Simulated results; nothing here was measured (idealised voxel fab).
Documented hereafter: the process module known as voxel air gaps.
FYI the section here is cut, 280 nm wide, cells are 5 nm squares.
Each cross-section below is a grid of square cells, stated as bands in top-down order, with one or more rows of cells making up each band.
Band entry format. Leading values: height of top, height of bottom, nm. Remainder: materials in left-to-right order, each with its width in nm. Special words: "edge to edge" on a single material, which then fills the band edge to edge; "empty", empty space.
The reference from which all heights are counted is 0, the level beneath which the as-received wafer is entirely one material; the lowest band, having no lower bound, proceeds downward and is written after the example "0 nm and below".
With a width like "30..40", each row of cells in the band differs from the next by the same amount, the top row carrying the first number and the bottom row the second.
Given "no modifications" for a step, no cell of the cross-section differs between before and after that step.
"Enclosed void listing" means: voids of 8 cells or more that are shut off from the top with no open way through. Written width x height at distance, distance from the left edge, in nm.
after a step's settings: what the simulator itself notes on the step
"overlay nm" on a masked step: distance the mask lay right of its planned place, negative for left.
# The planned process steps are enumerated hereunder
1: RECEIVE [material Si]
2: CONFORMAL_DEP [material SiO2] [thk nm 10]
3: CONFORMAL_DEP [material SiN] [thk nm 5]
4: DIRECTIONAL_DEP [material lowk] [thk nm 40]
5: PATTERN [tone open] [mask id LINES] [material resist] [width nm 20] [pitch nm 45] [thk nm 15] [overlay nm 0]
6: DIRECTIONAL_ETCH [etch materials lowk] [depth nm 40]
7: STRIP [etch materials resist]
8: CONFORMAL_DEP [material TiN] [thk nm 5]
9: FILL_DEP [material Ru] [thk nm 10]
10: CMP [height nm 55]
11: EPI [material Ru] [thk nm 10]
12: SELECTIVE_ETCH [etch materials lowk] [depth nm 50]
13: CONFORMAL_DEP [material SiCN] [thk nm 5]
# as received, after step 1
	0 nm and below: Si edge to edge
	Enclosed void listing: none
# Cross-section taken at module completion on the first of two wafers; processed per the plan
	70 nm to 65 nm: 45 nm empty | 185 nm SiCN | 50 nm empty
	65 nm to 55 nm: 45 nm empty | 5 nm SiCN | 40 nm Ru | 5 nm SiCN | 40 nm Ru | 5 nm SiCN | 40 nm Ru | 5 nm SiCN | 40 nm Ru | 5 nm SiCN | 50 nm empty
	55 nm to 50 nm: 45 nm empty | 15 nm SiCN | 5 nm TiN | 10 nm Ru | 5 nm TiN | 25 nm SiCN | 5 nm TiN | 10 nm Ru | 5 nm TiN | 25 nm SiCN | 5 nm TiN | 10 nm Ru | 5 nm TiN | 25 nm SiCN | 5 nm TiN | 10 nm Ru | 5 nm TiN | 15 nm SiCN | 50 nm empty
	50 nm to 20 nm: 55 nm empty | 5 nm SiCN | 5 nm TiN | 10 nm Ru | 5 nm TiN | 5 nm SiCN | 15 nm empty | 5 nm SiCN | 5 nm TiN | 10 nm Ru | 5 nm TiN | 5 nm SiCN | 15 nm empty | 5 nm SiCN | 5 nm TiN | 10 nm Ru | 5 nm TiN | 5 nm SiCN | 15 nm empty | 5 nm SiCN | 5 nm TiN | 10 nm Ru | 5 nm TiN | 5 nm SiCN | 60 nm empty
	20 nm to 15 nm: 60 nm SiCN | 20 nm TiN | 25 nm SiCN | 20 nm TiN | 25 nm SiCN | 20 nm TiN | 25 nm SiCN | 20 nm TiN | 65 nm SiCN
	15 nm to 10 nm: SiN edge to edge
	10 nm to 0 nm: SiO2 edge to edge
	0 nm and below: Si edge to edge
	Enclosed void listing: 15 x 30 at 85; 15 x 30 at 130; 15 x 30 at 175
# End-of-module cross-section of the second wafer: identical starting point and process plan to the first, with one processing mistake
	70 nm to 65 nm: 45 nm empty | 185 nm SiCN | 50 nm empty
	65 nm to 55 nm: 45 nm empty | 5 nm SiCN | 40 nm Ru | 5 nm SiCN | 40 nm Ru | 5 nm SiCN | 40 nm Ru | 5 nm SiCN | 40 nm Ru | 5 nm SiCN | 50 nm empty
	55 nm to 50 nm: 45 nm empty | 15 nm SiCN | 5 nm TiN | 10 nm Ru | 5 nm TiN | 25 nm SiCN | 5 nm TiN | 10 nm Ru | 5 nm TiN | 25 nm SiCN | 5 nm TiN | 10 nm Ru | 5 nm TiN | 25 nm SiCN | 5 nm TiN | 10 nm Ru | 5 nm TiN | 15 nm SiCN | 50 nm empty
	50 nm to 20 nm: 55 nm empty | 5 nm SiCN | 5 nm TiN | 10 nm Ru | 5 nm TiN | 5 nm SiCN | 15 nm empty | 5 nm SiCN | 5 nm TiN | 10 nm Ru | 5 nm TiN | 5 nm SiCN | 15 nm empty | 5 nm SiCN | 5 nm TiN | 10 nm Ru | 5 nm TiN | 5 nm SiCN | 15 nm empty | 5 nm SiCN | 5 nm TiN | 10 nm Ru | 5 nm TiN | 5 nm SiCN | 60 nm empty
	20 nm to 15 nm: 60 nm SiCN | 20 nm TiN | 25 nm SiCN | 20 nm TiN | 25 nm SiCN | 20 nm TiN | 25 nm SiCN | 20 nm TiN | 65 nm SiCN
	15 nm to 5 nm: SiO2 edge to edge
	5 nm to 0 nm: SiN edge to edge
	0 nm and below: Si edge to edge
	Enclosed void listing: 15 x 30 at 85; 15 x 30 at 130; 15 x 30 at 175
Finding, execution versus plan: the executed order of steps 2 and 3 is the reverse of that specified in the plan, each step having taken the other's position
The concluding comparison shows that, measured in cells, each material is equally abundant on both wafers, albeit at different positions.
